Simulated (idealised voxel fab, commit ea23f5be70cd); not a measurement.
Process module in this document: voxel capacitor over wiring
Cross-section cut spans 255 nm and uses square cells 5 nm in size.
A cross-section in this document is a grid of square cells, and it is written down as bands, the top band listed before the ones below it; a band is made up of one or more rows of cells.
Per band: top height and bottom height in nm, followed by the left-to-right materials and their widths in nm; "throughout" marks a single material spanning edge to edge, "empty" marks empty space.
Beneath 0, the wafer as received is one material, and that level is where height counting begins. The lowest band goes on downward without a bottom; it is written like "z 0 and below".
A width such as "30 to 40" changes by the same amount from each row of cells to the next, from the band's top row to its bottom row.
Basically "no alterations made" means that step didn't change any cell in the cross-section.
"Sealed-off cavities" enumerates empty spaces isolated from the top, with no open way to it, that contain at least 8 cells, giving each as width x height at distance from the left edge, all three in nm.
Where a step's line continues beyond its settings, the continuation is a remark by the simulator itself on that step.
The optional step-line setting "overlay nm" applies to steps with a mask and quantifies how far to the right of its planned location the mask lay, a negative value indicating leftward placement.

Steps planned for the process:
- 1: RECEIVE (material Si)
- 2: CONFORMAL_DEP (material SiO2; thk nm 15)
- 3: CONFORMAL_DEP (material SiCN; thk nm 5)
- 4: DIRECTIONAL_DEP (material lowk; thk nm 15)
- 5: PATTERN (tone open; mask id METAL_1; material resist; width nm 25; pitch nm 90; thk nm 15; overlay nm 0)
- 6: DIRECTIONAL_ETCH (etch materials lowk; depth nm 15)
- 7: DIRECTIONAL_ETCH (etch materials SiCN; depth nm 5)
- 8: STRIP (etch materials resist)
- 9: CONFORMAL_DEP (material TiN; thk nm 5)
- 10: FILL_DEP (material Cu; thk nm 5)
- 11: CMP (height nm 35)
- 12: EPI (material Ru; thk nm 5)
- 13: FILL_DEP (material SiCN; thk nm 5)
- 14: DIRECTIONAL_DEP (material lowk; thk nm 15)
- 15: DIRECTIONAL_DEP (material aC; thk nm 10)
- 16: PATTERN (tone open; mask id PLUG_1; material resist; width nm 15; thk nm 25; overlay nm 0)
- 17: DIRECTIONAL_ETCH (etch materials aC; depth nm 10)
- 18: STRIP (etch materials resist)
- 19: DIRECTIONAL_ETCH (etch materials lowk; depth nm 15)
- 20: DIRECTIONAL_ETCH (etch materials SiCN; depth nm 5)
- 21: STRIP (etch materials aC)
- 22: EPI (material Ru; thk nm 10)
- 23: EPI (material Ru; thk nm 10)
- 24: DIRECTIONAL_DEP (material TiN; thk nm 5)
- 25: DIRECTIONAL_DEP (material SiN; thk nm 5)
- 26: DIRECTIONAL_DEP (material TiN; thk nm 10)
- 27: MASKED_ETCH (tone cover; mask id UPPER_PLATE; width nm 70; etch materials TiN; depth nm 10; overlay nm 0)
- 28: MASKED_ETCH (tone cover; mask id UPPER_PLATE; width nm 70; etch materials SiN; depth nm 5; overlay nm 0)
- 29: PATTERN (tone cover; mask id LOWER_PLATE; material resist; width nm 80; thk nm 15; overlay nm 0)
- 30: DIRECTIONAL_ETCH (etch materials TiN; depth nm 5)
- 31: STRIP (etch materials resist)
- 32: FILL_DEP (material SiO2; thk nm 15)
- 33: CMP (height nm 90)
- 34: PATTERN (tone open; mask id PLUG_2; material resist; width nm 15; thk nm 15; overlay nm 0)
- 35: DIRECTIONAL_ETCH (etch materials SiO2; depth nm 10)
- 36: STRIP (etch materials resist)
- 37: CONFORMAL_DEP (material TiN; thk nm 5)
- 38: FILL_DEP (material W; thk nm 5)
- 39: CMP (height nm 90)
- 40: CONFORMAL_DEP (material SiN; thk nm 5)

Received-state cross-section, reflecting completion of step 1:
- z 0 and below: Si throughout
- Sealed-off cavities: none

Wafer cross-section at module end: first of two, run to plan:
- z 95 to 90: SiN throughout
- z 90 to 85: SiO2 (90); TiN (5); W (5); TiN (5); SiO2 (150)
- z 85 to 80: SiO2 (90); TiN (15); SiO2 (150)
- z 80 to 70: SiO2 (80); TiN (70); SiO2 (105)
- z 70 to 65: SiO2 (80); SiN (70); SiO2 (105)
- z 65 to 60: SiO2 (75); TiN (80); SiO2 (100)
- z 60 to 45: lowk (80); Ru (15); lowk (160)
- z 45 to 40: SiCN (80); Ru (15); SiCN (160)
- z 40 to 35: SiCN (65); Ru (35); SiCN (55); Ru (35); SiCN (65)
- z 35 to 20: lowk (70); TiN (5); Cu (15); TiN (5); lowk (65); TiN (5); Cu (15); TiN (5); lowk (70)
- z 20 to 15: SiCN (70); TiN (25); SiCN (65); TiN (25); SiCN (70)
- z 15 to 0: SiO2 throughout
- z 0 and below: Si throughout
- Sealed-off cavities: none

Second wafer at the end: like start, like plan, one mistake:
- z 95 to 90: SiN throughout
- z 90 to 85: SiO2 (90); TiN (5); W (5); TiN (5); SiO2 (150)
- z 85 to 80: SiO2 (90); TiN (15); SiO2 (150)
- z 80 to 70: SiO2 (80); TiN (70); SiO2 (105)
- z 70 to 65: SiO2 (80); SiN (70); SiO2 (105)
- z 65 to 60: SiO2 (75); TiN (80); SiO2 (100)
- z 60 to 45: lowk (80); Ru (15); lowk (160)
- z 45 to 40: SiCN (80); Ru (15); SiCN (160)
- z 40 to 35: Ru throughout
- z 35 to 30: TiN (75); Cu (15); TiN (75); Cu (15); TiN (75)
- z 30 to 20: lowk (70); TiN (5); Cu (15); TiN (5); lowk (65); TiN (5); Cu (15); TiN (5); lowk (70)
- z 20 to 15: SiCN (70); TiN (25); SiCN (65); TiN (25); SiCN (70)
- z 15 to 0: SiO2 throughout
- z 0 and below: Si throughout
- Sealed-off cavities: none
In executing the process, a mistake was made relative to the plan: step 4 changed vs plan, executed as DIRECTIONAL_DEP (material lowk; thk nm 10)
At the finish, the second wafer shows more or fewer cells for some materials than the first does: Ru: 37 more; SiCN: 37 fewer; TiN: 41 more; lowk: 41 fewer
